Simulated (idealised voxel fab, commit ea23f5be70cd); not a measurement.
Process module under the name voxel ribs on slabs
We display cut, a cross-section 295 nm in width whose square cells are each 5 nm.
Heads up, the way a cross-section reads in here is a grid of square cells, handed over as bands from the top down, with every band being one or more rows of cells.
Band: top height; bottom height; in nm. Then, left to right: material with width in nm, for each material. "everywhere": a single material spanning edge to edge. "blank": empty space.
Heights are expressed relative to 0, this being the level below which the as-received wafer comprises one material exclusively. The lowest band is unbounded in the downward direction and is denoted as in "0 -> down".
When a width is written as two numbers, as in "30 to 40", the first number is the width in the top row of cells of the band and the second is the width in its bottom row, and the width changes by the same amount from each row to the next.
When a step is marked "changes: none", none of the cells in the cross-section changed during that step.
Look at "Sealed void inventory" for the closed voids: empty spaces with no open path to the top, sized 8 cells or up. Each is width x height at distance, distance from the left edge, all nm.
Read whatever lies past the settings on a step's line as the simulator's own remark about the step.
"overlay nm", when on a step's line for a step with a mask, measures how far to the right of its planned place the mask lay; a negative measure means to the left.
Below is the list of planned process steps:
1. RECEIVE,material Si
2. DIRECTIONAL_DEP,material SiO2,thk nm 20
3. DIRECTIONAL_DEP,material polySi,thk nm 25
4. DIRECTIONAL_DEP,material aC,thk nm 10
5. PATTERN,tone cover,mask id RIB,material resist,width nm 15,thk nm 30,overlay nm 0
6. DIRECTIONAL_ETCH,etch materials aC,depth nm 10
7. STRIP,etch materials resist
8. DIRECTIONAL_ETCH,etch materials polySi,depth nm 15
9. STRIP,etch materials aC
10. DIRECTIONAL_DEP,material aC,thk nm 15
11. PATTERN,tone cover,mask id SLAB,material resist,width nm 55,thk nm 35,overlay nm -15
12. DIRECTIONAL_ETCH,etch materials aC,depth nm 15
13. STRIP,etch materials resist
14. DIRECTIONAL_ETCH,etch materials polySi,depth nm 10
15. STRIP,etch materials aC
16. FILL_DEP,material SiO2,thk nm 15
17. CMP,height nm 55
18. DIRECTIONAL_DEP,material TiN,thk nm 10
19. PATTERN,tone cover,mask id HEATER,material resist,width nm 25,thk nm 20,overlay nm 0
20. DIRECTIONAL_ETCH,etch materials TiN,depth nm 10
21. STRIP,etch materials resist
22. CONFORMAL_DEP,material SiO2,thk nm 5
Same starting wafers, different overlay nm at step 11. Plan value belongs to the first wafer.
Cross-section of the first incoming wafer of several, state after step 1:
    0 -> down = Si everywhere
    Sealed void inventory: none
Below is a per-wafer table. In it, each row describes the wafer at the end of the module by giving, for each material, the number of cells gained (+) or lost (-) since the wafer was received, and after that the closed voids of the wafer:
overlay nm -15; +681 SiO2; +10 TiN; +31 polySi; Sealed void inventory: none
overlay nm -10; +681 SiO2; +10 TiN; +31 polySi; Sealed void inventory: none
overlay nm -5; +681 SiO2; +10 TiN; +31 polySi; Sealed void inventory: none
overlay nm 0; +681 SiO2; +10 TiN; +31 polySi; Sealed void inventory: none
overlay nm 5; +681 SiO2; +10 TiN; +31 polySi; Sealed void inventory: none
overlay nm 10; +681 SiO2; +10 TiN; +31 polySi; Sealed void inventory: none
overlay nm 15; +681 SiO2; +10 TiN; +31 polySi; Sealed void inventory: none
